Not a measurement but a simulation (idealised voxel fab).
Process module under the name voxel gate over fins
The cross-section on display is named cut; it measures 195 nm wide, and its cells are 5 nm squares.
The cross-sections in this document take the form of a grid made of square cells. They are written out as bands, in order from top to bottom. Each band consists of one or more rows of cells.
Within each band entry, the heights of the top and of the bottom of the band appear first, in that order and in nm; the materials of the band then follow from left to right, each with its corresponding width in nm. The designation "everywhere" on a single material indicates that it fills the band from edge to edge; the designation "empty" indicates empty space.
Zero point of the height axis is 0; under it, received wafer = one material. Lowest band: continues down indefinitely, "0 down".
It should be noted that a width expressed as "30..40" varies in equal increments from row to row of cells within the band, taking the value of the first number at the top row and that of the second number at the bottom row.
No cell of the cross-section changed in a step that is given as "nothing altered".
Reported under the label "Enclosed internal voids" are the empty spaces having no open way to the top and comprising 8 cells or more; the notation for each is width x height at distance, in which the distance is measured from the left edge and all three values are in nm.
On each step's line, the part that comes after the settings is the simulator's own comment on the step.
"overlay nm", when on a step's line for a step with a mask, measures how far to the right of its planned place the mask lay; a negative measure means to the left.

This section lists the process steps that were planned:
- 1: RECEIVE,material Si
- 2: CONFORMAL_DEP,material SiN,thk nm 5
- 3: MASKED_ETCH,tone cover,mask id FINS,width nm 15,pitch nm 55,etch materials SiN,depth nm 5,overlay nm 0
- 4: MASKED_ETCH,tone cover,mask id FINS,width nm 15,pitch nm 55,etch materials Si,depth nm 35,overlay nm 0
- 5: FILL_DEP,material SiO2,thk nm 15
- 6: CMP,height nm 5
- 7: DIRECTIONAL_DEP,material aC,thk nm 15
- 8: PATTERN,tone open,mask id RAIL,material resist,width nm 15,thk nm 30,overlay nm 0
- 9: DIRECTIONAL_ETCH,etch materials aC,depth nm 15
- 10: STRIP,etch materials resist
- 11: DIRECTIONAL_ETCH,etch materials SiO2,depth nm 35
- 12: STRIP,etch materials aC
- 13: CONFORMAL_DEP,material TiN,thk nm 5
- 14: FILL_DEP,material W,thk nm 5
- 15: CMP,height nm 5
- 16: SELECTIVE_ETCH,etch materials W Ru TiN,depth nm 20
- 17: FILL_DEP,material SiO2,thk nm 5
- 18: CMP,height nm 5
- 19: SELECTIVE_ETCH,etch materials SiO2,depth nm 15
- 20: STRIP,etch materials SiN
- 21: CONFORMAL_DEP,material HfO2,thk nm 5
- 22: CONFORMAL_DEP,material TiN,thk nm 5
- 23: FILL_DEP,material W,thk nm 15
- 24: CMP,height nm 20
- 25: CONFORMAL_DEP,material SiCN,thk nm 5

Here's what the wafer looked like in cross-section when it arrived - that's after step 1:
  0 down = Si everywhere
  Enclosed internal voids: none

Module complete, cross-section. Starting point and plan per above. One mistake made in running the module:
  25 to 20 = SiCN everywhere
  20 to 10 = W everywhere
  10 to 5 = 25 W, 35 TiN, 20 W, 35 TiN, 20 W, 35 TiN, 25 W
  5 to 0 = 25 W, 5 TiN, 25 HfO2, 5 TiN, 20 W, 5 TiN, 25 HfO2, 5 TiN, 20 W, 5 TiN, 25 HfO2, 5 TiN, 25 W
  0 to -5 = 30 TiN, 5 HfO2, 15 Si, 5 HfO2, 30 TiN, 5 HfO2, 15 Si, 5 HfO2, 30 TiN, 5 HfO2, 15 Si, 5 HfO2, 30 TiN
  -5 to -10 = 35 HfO2, 15 Si, 40 HfO2, 15 Si, 40 HfO2, 15 Si, 35 HfO2
  -10 to -15 = 35 SiO2, 15 Si, 40 SiO2, 15 Si, 40 SiO2, 15 Si, 35 SiO2
  -15 to -25 = 30 W, 5 TiN, 15 Si, 10 TiN, 15 SiO2, 5 TiN, 5 W, 5 TiN, 15 Si, 5 TiN, 30 W, 5 TiN, 15 Si, 5 TiN, 30 W
  -25 to -30 = 35 TiN, 15 Si, 10 TiN, 15 SiO2, 15 TiN, 15 Si, 40 TiN, 15 Si, 35 TiN
  -30 to -35 = 35 SiO2, 15 Si, 40 SiO2, 15 Si, 40 SiO2, 15 Si, 35 SiO2
  -35 down = Si everywhere
  Enclosed internal voids: none
What went wrong in running the wafer? not per plan at step 8, really ran PATTERN,tone cover,mask id RAIL,material resist,width nm 15,thk nm 30,overlay nm 0
